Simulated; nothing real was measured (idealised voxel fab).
Process module under the name voxel released beams
The cross-section on display is named cut; it measures 270 nm wide, and its cells are 5 nm squares.
The cross-sections in this document take the form of a grid made of square cells. They are written out as bands, in order from top to bottom. Each band consists of one or more rows of cells. Basically the band line says how high the top is and how high the bottom is, in nm, and then what's in it from left to right, every material with its width in nm. Empty space shows up as "blank", and if a single material carries "edge to edge" it runs the full band edge to edge. Measure heights from 0. That's the level where, below it, the as-received wafer is all one material. The lowest band is bottomless and extends downward; write it as in "0 and below". When a width is written as two numbers, as in "30->40", the first number is the width in the top row of cells of the band and the second is the width in its bottom row, and the width changes by the same amount from each row to the next. Any step labelled "nothing different" changed none of the cells in the cross-section. "Entrapped voids" contains a list of empty spaces, each no smaller than 8 cells and without an open way to the top, written in the form width x height at distance with the distance from the left edge and all three in nm. It should be noted that, on the line of a given step, the content following the step's settings is a remark produced by the simulator itself with respect to that step. overlay nm: for a step with a mask, the amount by which the mask lay right of where it was planned; a negative amount means left of it.
Process steps foreseen in the plan:
1,RECEIVE: material Si
2,CONFORMAL_DEP: material SiN, thk nm 10
3,DIRECTIONAL_DEP: material SiO2, thk nm 20
4,MASKED_ETCH: tone open, mask id ANCHOR, width nm 30, etch materials SiO2, depth nm 20, overlay nm 0
5,CONFORMAL_DEP: material polySi, thk nm 10
6,DIRECTIONAL_DEP: material aC, thk nm 10
7,PATTERN: tone cover, mask id BEAM, material resist, width nm 90, thk nm 25, overlay nm 0
8,DIRECTIONAL_ETCH: etch materials aC, depth nm 10
9,STRIP: etch materials resist
10,DIRECTIONAL_ETCH: etch materials polySi, depth nm 10
11,STRIP: etch materials aC
12,STRIP: etch materials SiO2
The first of the two wafers, which ran as planned:
Cross-section of the wafer at receipt, which is the condition after step 1:
  0 and below | Si edge to edge
  Entrapped voids: none
After step 2:
  10 down to 0 | SiN edge to edge
  Below 0 it's all the same as before, nothing changed down there.
After step 3:
  30 down to 10 | SiO2 edge to edge
  Below 10 it's all the same as before, nothing changed down there.
After step 4:
  30 down to 10 | SiO2 90 nm | blank 30 nm | SiO2 150 nm
  Below 10 it's all the same as before, nothing changed down there.
After step 5:
  40 down to 30 | polySi 100 nm | blank 10 nm | polySi 160 nm
  30 down to 20 | SiO2 90 nm | polySi 10 nm | blank 10 nm | polySi 10 nm | SiO2 150 nm
  20 down to 10 | SiO2 90 nm | polySi 30 nm | SiO2 150 nm
  Below 10 it's all the same as before, nothing changed down there.
After step 6:
  50 down to 40 | aC 100 nm | blank 10 nm | aC 160 nm
  40 down to 30 | polySi 100 nm | blank 10 nm | polySi 160 nm
  30 down to 20 | SiO2 90 nm | polySi 10 nm | aC 10 nm | polySi 10 nm | SiO2 150 nm
  Below 20 it's all the same as before, nothing changed down there.
After step 7:
  75 down to 50 | blank 85 nm | resist 90 nm | blank 95 nm
  50 down to 40 | aC 100 nm | resist 10 nm | aC 160 nm
  40 down to 30 | polySi 100 nm | resist 10 nm | polySi 160 nm
  Below 30 it's all the same as before, nothing changed down there.
After step 8:
  65 down to 50 | blank 85 nm | resist 90 nm | blank 95 nm
  50 down to 40 | blank 85 nm | aC 15 nm | resist 10 nm | aC 65 nm | blank 95 nm
  Below 40 it's all the same as before, nothing changed down there.
After step 9:
  50 down to 40 | blank 85 nm | aC 15 nm | blank 10 nm | aC 65 nm | blank 95 nm
  40 down to 30 | polySi 100 nm | blank 10 nm | polySi 160 nm
  Below 30 it's all the same as before, nothing changed down there.
After step 10:
  50 down to 40 | blank 85 nm | aC 15 nm | blank 10 nm | aC 65 nm | blank 95 nm
  40 down to 30 | blank 85 nm | polySi 15 nm | blank 10 nm | polySi 65 nm | blank 95 nm
  Below 30 it's all the same as before, nothing changed down there.
After step 11:
  40 down to 30 | blank 85 nm | polySi 15 nm | blank 10 nm | polySi 65 nm | blank 95 nm
  30 down to 20 | SiO2 90 nm | polySi 10 nm | blank 10 nm | polySi 10 nm | SiO2 150 nm
  Below 20 it's all the same as before, nothing changed down there.
After step 12:
  40 down to 30 | blank 85 nm | polySi 15 nm | blank 10 nm | polySi 65 nm | blank 95 nm
  30 down to 20 | blank 90 nm | polySi 10 nm | blank 10 nm | polySi 10 nm | blank 150 nm
  20 down to 10 | blank 90 nm | polySi 30 nm | blank 150 nm
  Below 10 it's all the same as before, nothing changed down there.
Second wafer: like start, like plan, one mistake. Through step 1 it matches the first wafer:
The second wafer in cross-section, at the planned close of step 2:
  20 down to 0 | SiO2 edge to edge
  Below 0 it's all the same as before, nothing changed down there.
The second wafer in cross-section, at the planned close of step 3:
  30 down to 20 | SiN edge to edge
  Below 20 it's all the same as before, nothing changed down there.
The second wafer in cross-section, at the planned close of step 4: nothing different
The second wafer in cross-section, at the planned close of step 5:
  40 down to 30 | polySi edge to edge
  Below 30 it's all the same as before, nothing changed down there.
The second wafer in cross-section, at the planned close of step 6:
  50 down to 40 | aC edge to edge
  Below 40 it's all the same as before, nothing changed down there.
The second wafer in cross-section, at the planned close of step 7:
  75 down to 50 | blank 85 nm | resist 90 nm | blank 95 nm
  Below 50 it's all the same as before, nothing changed down there.
The second wafer in cross-section, at the planned close of step 8:
  65 down to 50 | blank 85 nm | resist 90 nm | blank 95 nm
  50 down to 40 | blank 85 nm | aC 90 nm | blank 95 nm
  Below 40 it's all the same as before, nothing changed down there.
The second wafer in cross-section, at the planned close of step 9:
  50 down to 40 | blank 85 nm | aC 90 nm | blank 95 nm
  Below 40 it's all the same as before, nothing changed down there.
The second wafer in cross-section, at the planned close of step 10:
  50 down to 40 | blank 85 nm | aC 90 nm | blank 95 nm
  40 down to 30 | blank 85 nm | polySi 90 nm | blank 95 nm
  Below 30 it's all the same as before, nothing changed down there.
The second wafer in cross-section, at the planned close of step 11:
  40 down to 30 | blank 85 nm | polySi 90 nm | blank 95 nm
  Below 30 it's all the same as before, nothing changed down there.
The second wafer in cross-section, at the planned close of step 12: nothing different
Deviation from plan: steps 2 and 3 swapped
The final cell counts differ between the wafers, with the second having more or fewer of some materials than the first: +216 SiO2, -16 polySi
